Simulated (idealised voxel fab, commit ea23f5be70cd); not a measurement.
The process module that follows is named voxel transistor to metal.
It is cross-section cut that appears here, measuring 180 nm in width, its square cells being 5 nm in size.
Cross-section spec: square-cell grid; bands listed top down; each band is one or more rows. Band: top and bottom heights (nm) first, top before bottom; then materials from left to right, widths in nm. "edge to edge" marks a sole material filling the band edge to edge. "air" denotes empty space. Ref level 0: as-received wafer is one material below here. Bottom band extends down with no lower bound ("0..down"). Graded width ("30->40"): value in top row of band = first number; value in bottom row = second number; row-to-row change constant. Step note "nothing altered" = no cross-section cell changed. Any empty space of 8 cells or more lacking an open way to the top shows up in "Voids lacking openings" as width x height at distance, distance from the left edge, in nm. On a step's line, text after the settings is the simulator commenting on that step. Among the settings permitted on a step's line is "overlay nm"; applied to a step with a mask, it specifies the extent to which the mask lay to the right of its planned position, whereas a negative figure signifies a position to the left.
Below is the list of planned process steps:
1 RECEIVE [material Si]
2 OXIDIZE [depth nm 5]
3 CONFORMAL_DEP [material SiN] [thk nm 15]
4 DIRECTIONAL_DEP [material aC] [thk nm 15]
5 PATTERN [tone cover] [mask id ACTIVE] [material resist] [width nm 95] [thk nm 35] [overlay nm 0]
6 DIRECTIONAL_ETCH [etch materials aC] [depth nm 15]
7 STRIP [etch materials resist]
8 DIRECTIONAL_ETCH [etch materials SiN] [depth nm 15]
9 DIRECTIONAL_ETCH [etch materials SiO2] [depth nm 5]
10 DIRECTIONAL_ETCH [etch materials Si] [depth nm 20]
11 STRIP [etch materials aC]
12 OXIDIZE [depth nm 5]
13 FILL_DEP [material SiO2] [thk nm 15]
14 CMP [height nm 15]
15 SELECTIVE_ETCH [etch materials SiO2] [depth nm 5]
16 STRIP [etch materials SiN]
17 SELECTIVE_ETCH [etch materials SiO2] [depth nm 5]
18 OXIDIZE [depth nm 5]
19 DIRECTIONAL_DEP [material polySi] [thk nm 20]
20 DIRECTIONAL_DEP [material SiCN] [thk nm 15]
21 DIRECTIONAL_DEP [material aC] [thk nm 10]
22 PATTERN [tone cover] [mask id GATE] [material resist] [width nm 15] [thk nm 30] [overlay nm 0]
23 DIRECTIONAL_ETCH [etch materials aC] [depth nm 10]
24 STRIP [etch materials resist]
25 DIRECTIONAL_ETCH [etch materials SiCN] [depth nm 25]
26 DIRECTIONAL_ETCH [etch materials polySi] [depth nm 30]
27 STRIP [etch materials aC]
28 CONFORMAL_DEP [material SiO2] [thk nm 5]
29 DIRECTIONAL_ETCH [etch materials SiO2] [depth nm 5]
30 CONFORMAL_DEP [material SiN] [thk nm 5]
31 DIRECTIONAL_ETCH [etch materials SiN] [depth nm 5]
32 DIRECTIONAL_ETCH [etch materials SiO2] [depth nm 5]
33 DIRECTIONAL_ETCH [etch materials Si] [depth nm 10]
34 EPI [material SiGe] [thk nm 10]
35 FILL_DEP [material SiO2] [thk nm 10]
36 CMP [height nm 30]
37 DIRECTIONAL_DEP [material SiO2] [thk nm 10]
38 DIRECTIONAL_DEP [material aC] [thk nm 10]
39 PATTERN [tone open] [mask id CONTACT] [material resist] [width nm 30] [pitch nm 55] [thk nm 25] [overlay nm 0]
40 DIRECTIONAL_ETCH [etch materials aC] [depth nm 10]
41 STRIP [etch materials resist]
42 DIRECTIONAL_ETCH [etch materials SiO2] [depth nm 50]
43 STRIP [etch materials aC]
44 CONFORMAL_DEP [material TiN] [thk nm 5]
45 FILL_DEP [material Ru] [thk nm 10]
46 CMP [height nm 40]
47 CONFORMAL_DEP [material SiN] [thk nm 5]
48 DIRECTIONAL_DEP [material lowk] [thk nm 20]
49 PATTERN [tone open] [mask id METAL_1] [material resist] [width nm 15] [pitch nm 70] [thk nm 20] [overlay nm 0]
50 DIRECTIONAL_ETCH [etch materials lowk] [depth nm 20]
51 DIRECTIONAL_ETCH [etch materials SiN] [depth nm 5]
52 STRIP [etch materials resist]
53 CONFORMAL_DEP [material TiN] [thk nm 5]
54 FILL_DEP [material Ru] [thk nm 5]
55 CMP [height nm 65]
56 EPI [material Ru] [thk nm 5]
57 FILL_DEP [material SiCN] [thk nm 5]
58 DIRECTIONAL_DEP [material lowk] [thk nm 30]
59 DIRECTIONAL_DEP [material aC] [thk nm 15]
60 PATTERN [tone open] [mask id METAL_2] [material resist] [width nm 15] [pitch nm 70] [thk nm 35] [overlay nm 0]
61 DIRECTIONAL_ETCH [etch materials aC] [depth nm 15]
62 STRIP [etch materials resist]
63 DIRECTIONAL_ETCH [etch materials lowk] [depth nm 15]
64 STRIP [etch materials aC]
65 DIRECTIONAL_DEP [material aC] [thk nm 10]
66 PATTERN [tone open] [mask id METAL_2_HOLES] [material resist] [width nm 15] [pitch nm 70] [thk nm 30] [overlay nm 0]
67 DIRECTIONAL_ETCH [etch materials aC] [depth nm 10]
68 STRIP [etch materials resist]
69 DIRECTIONAL_ETCH [etch materials lowk] [depth nm 15]
70 DIRECTIONAL_ETCH [etch materials SiCN] [depth nm 5]
71 STRIP [etch materials aC]
72 CONFORMAL_DEP [material TiN] [thk nm 5]
73 FILL_DEP [material Cu] [thk nm 5]
74 CMP [height nm 105]
75 CONFORMAL_DEP [material SiCN] [thk nm 5]
What sets these wafers apart? The width nm at step 66. They all start alike, and the plan carries the first wafer's value.
Cross-section of the first of several wafers as received (after step 1):
	0..down | Si edge to edge
	Voids lacking openings: none
First of several wafers: cross-section at the end of the module, after step 75, its last step:
	110..105 | SiCN edge to edge
	105..75 | 45 lowk, then 5 TiN, then 5 Cu, then 5 TiN, then 55 lowk, then 5 TiN, then 5 Cu, then 5 TiN, then 50 lowk
	75..70 | 45 SiCN, then 15 TiN, then 55 SiCN, then 15 TiN, then 50 SiCN
	70..65 | 40 SiCN, then 25 Ru, then 45 SiCN, then 25 Ru, then 45 SiCN
	65..45 | 45 lowk, then 5 TiN, then 5 Ru, then 5 TiN, then 55 lowk, then 5 TiN, then 5 Ru, then 5 TiN, then 50 lowk
	45..40 | 45 SiN, then 15 TiN, then 55 SiN, then 15 TiN, then 50 SiN
	40..30 | 45 SiO2, then 5 TiN, then 20->15 Ru, then 5->10 TiN, then 25 SiO2, then 5->10 TiN, then 20->15 Ru, then 5 TiN, then 50 SiO2
	30..15 | 45 SiO2, then 5 TiN, then 15 Ru, then 5 TiN, then 5 SiN, then 5 SiO2, then 15 SiCN, then 5 SiO2, then 5 SiN, then 5 TiN, then 15 Ru, then 5 TiN, then 50 SiO2
	15..5 | 45 SiO2, then 5 TiN, then 15 Ru, then 5 TiN, then 5 SiN, then 5 SiO2, then 15 polySi, then 5 SiO2, then 5 SiN, then 5 TiN, then 15 Ru, then 5 TiN, then 50 SiO2
	5..0 | 40 SiO2, then 5 SiN, then 5 TiN, then 5 Ru, then 15 TiN, then 5 SiN, then 5 SiO2, then 15 polySi, then 5 SiO2, then 5 SiN, then 15 TiN, then 5 Ru, then 5 TiN, then 5 SiN, then 45 SiO2
	0..-5 | 40 SiO2, then 5 SiN, then 5 TiN, then 5 Ru, then 5 TiN, then 10 SiGe, then 5 SiN, then 5 SiO2, then 15 polySi, then 5 SiO2, then 5 SiN, then 10 SiGe, then 5 TiN, then 5 Ru, then 5 TiN, then 5 SiN, then 45 SiO2
	-5..-10 | 45 SiO2, then 15 TiN, then 10 SiGe, then 35 SiO2, then 10 SiGe, then 15 TiN, then 50 SiO2
	-10..-20 | 45 SiO2, then 25 SiGe, then 35 Si, then 25 SiGe, then 50 SiO2
	-20..-30 | 45 SiO2, then 85 Si, then 50 SiO2
	-30..down | Si edge to edge
	Voids lacking openings: none
So this is the cross-section on the last wafer at the end of the module:
	110..105 | SiCN edge to edge
	105..95 | 40 lowk, then 5 TiN, then 20 Cu, then 5 TiN, then 40 lowk, then 5 TiN, then 20 Cu, then 5 TiN, then 40 lowk
	95..90 | 40 lowk, then 10 TiN, then 5 Cu, then 15 TiN, then 40 lowk, then 10 TiN, then 5 Cu, then 15 TiN, then 40 lowk
	90..75 | 45 lowk, then 5 TiN, then 5 Cu, then 5 TiN, then 55 lowk, then 5 TiN, then 5 Cu, then 5 TiN, then 50 lowk
	75..70 | 45 SiCN, then 15 TiN, then 55 SiCN, then 15 TiN, then 50 SiCN
	70..65 | 40 SiCN, then 25 Ru, then 45 SiCN, then 25 Ru, then 45 SiCN
	65..45 | 45 lowk, then 5 TiN, then 5 Ru, then 5 TiN, then 55 lowk, then 5 TiN, then 5 Ru, then 5 TiN, then 50 lowk
	45..40 | 45 SiN, then 15 TiN, then 55 SiN, then 15 TiN, then 50 SiN
	40..30 | 45 SiO2, then 5 TiN, then 20->15 Ru, then 5->10 TiN, then 25 SiO2, then 5->10 TiN, then 20->15 Ru, then 5 TiN, then 50 SiO2
	30..15 | 45 SiO2, then 5 TiN, then 15 Ru, then 5 TiN, then 5 SiN, then 5 SiO2, then 15 SiCN, then 5 SiO2, then 5 SiN, then 5 TiN, then 15 Ru, then 5 TiN, then 50 SiO2
	15..5 | 45 SiO2, then 5 TiN, then 15 Ru, then 5 TiN, then 5 SiN, then 5 SiO2, then 15 polySi, then 5 SiO2, then 5 SiN, then 5 TiN, then 15 Ru, then 5 TiN, then 50 SiO2
	5..0 | 40 SiO2, then 5 SiN, then 5 TiN, then 5 Ru, then 15 TiN, then 5 SiN, then 5 SiO2, then 15 polySi, then 5 SiO2, then 5 SiN, then 15 TiN, then 5 Ru, then 5 TiN, then 5 SiN, then 45 SiO2
	0..-5 | 40 SiO2, then 5 SiN, then 5 TiN, then 5 Ru, then 5 TiN, then 10 SiGe, then 5 SiN, then 5 SiO2, then 15 polySi, then 5 SiO2, then 5 SiN, then 10 SiGe, then 5 TiN, then 5 Ru, then 5 TiN, then 5 SiN, then 45 SiO2
	-5..-10 | 45 SiO2, then 15 TiN, then 10 SiGe, then 35 SiO2, then 10 SiGe, then 15 TiN, then 50 SiO2
	-10..-20 | 45 SiO2, then 25 SiGe, then 35 Si, then 25 SiGe, then 50 SiO2
	-20..-30 | 45 SiO2, then 85 Si, then 50 SiO2
	-30..down | Si edge to edge
	Voids lacking openings: none
Per-wafer rows below. For each material: cells gained (+) or lost (-) since the wafer was received, as of end of module. Then: closed voids:
width nm 15, +12 Cu, +66 Ru, -168 Si, +101 SiCN, +28 SiGe, +48 SiN, +293 SiO2, +100 TiN, +300 lowk, +12 polySi, Voids lacking openings: none
width nm 20, +16 Cu, +66 Ru, -168 Si, +101 SiCN, +28 SiGe, +48 SiN, +293 SiO2, +102 TiN, +294 lowk, +12 polySi, Voids lacking openings: none
width nm 25, +20 Cu, +66 Ru, -168 Si, +101 SiCN, +28 SiGe, +48 SiN, +293 SiO2, +104 TiN, +288 lowk, +12 polySi, Voids lacking openings: none
width nm 30, +24 Cu, +66 Ru, -168 Si, +101 SiCN, +28 SiGe, +48 SiN, +293 SiO2, +106 TiN, +282 lowk, +12 polySi, Voids lacking openings: none
